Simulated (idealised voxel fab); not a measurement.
This section sets out a process module, namely voxel tone inversion.
The cross-section shown here is cut; it is 150 nm wide and divided into square cells measuring 5 nm on a side.
Cross-sections here: square-cell grids, written as top-down lists of bands, a band being one or more rows of cells. The entry gives the band's vertical extent as a top height and a bottom height in nm, then its horizontal make-up as materials from left to right, each with a width in nm. "empty" stands for empty space; a single material marked "everywhere" fills the band edge to edge. We count height from 0. Below that, the starting wafer is all one material. The lowest band never ends at the bottom but goes on down; see "from 0 down" for how that is written. A width given as "30 to 40" starts at the first number in the band's top row and ends at the second number in its bottom row, shifting by an equal amount at every step from row to row. Given "no change occurred" for a step, no cell of the cross-section differs between before and after that step. The list in "Completely enclosed voids" covers empty spaces of 8 cells or more that cannot reach the top through any open way, and it gives each as width x height at distance; the distance is from the left edge, and width, height and distance are in nm. The remark found on a step's line after its settings is issued by the simulator itself and pertains to that step. If you see "overlay nm" on a step's line and that step has a mask, it's telling you how far right of where it was planned the mask ended up; a negative number means it went left instead.

Below is the list of planned process steps:
1) RECEIVE: material Si
2) CONFORMAL_DEP: material SiN, thk nm 10
3) DIRECTIONAL_DEP: material aC, thk nm 25
4) PATTERN: tone cover, mask id POSTS, material resist, width nm 15, pitch nm 45, thk nm 30, overlay nm 0
5) DIRECTIONAL_ETCH: etch materials aC, depth nm 25
6) STRIP: etch materials resist
7) FILL_DEP: material SiO2, thk nm 5
8) CMP: height nm 35
9) STRIP: etch materials aC
10) CONFORMAL_DEP: material TiN, thk nm 5
11) FILL_DEP: material W, thk nm 5
12) CMP: height nm 35
13) CONFORMAL_DEP: material SiCN, thk nm 5
The plan's step 4 width nm is the first wafer's value; the wafers differ in this setting and start identical.

After step 1, as received: first of several wafers, cross-section:
	from 0 down  Si everywhere
	Completely enclosed voids: none

First of several wafers: cross-section at the end of the module, after step 13, its last step:
	from 40 to 35  SiCN everywhere
	from 35 to 15  20 SiO2 | 5 TiN | 5 W | 5 TiN | 30 SiO2 | 5 TiN | 5 W | 5 TiN | 30 SiO2 | 5 TiN | 5 W | 5 TiN | 25 SiO2
	from 15 to 10  20 SiO2 | 15 TiN | 30 SiO2 | 15 TiN | 30 SiO2 | 15 TiN | 25 SiO2
	from 10 to 0  SiN everywhere
	from 0 down  Si everywhere
	Completely enclosed voids: none

A cross-section through the last wafer at the close of the module:
	from 40 to 35  SiCN everywhere
	from 35 to 15  15 SiO2 | 5 TiN | 20 W | 5 TiN | 15 SiO2 | 5 TiN | 20 W | 5 TiN | 15 SiO2 | 5 TiN | 20 W | 5 TiN | 15 SiO2
	from 15 to 10  15 SiO2 | 30 TiN | 15 SiO2 | 30 TiN | 15 SiO2 | 30 TiN | 15 SiO2
	from 10 to 0  SiN everywhere
	from 0 down  Si everywhere
	Completely enclosed voids: none

The table below has one row for each wafer; a row shows, as of the end of the module, how many cells of each material the wafer has gained, marked (+), or lost, marked (-), since it was received, and then the wafer's closed voids:
width nm 15 | +30 SiCN | +60 SiN | +105 SiO2 | +33 TiN | +12 W | Completely enclosed voids: none
width nm 20 | +30 SiCN | +60 SiN | +90 SiO2 | +36 TiN | +24 W | Completely enclosed voids: none
width nm 25 | +30 SiCN | +60 SiN | +75 SiO2 | +39 TiN | +36 W | Completely enclosed voids: none
width nm 30 | +30 SiCN | +60 SiN | +60 SiO2 | +42 TiN | +48 W | Completely enclosed voids: none
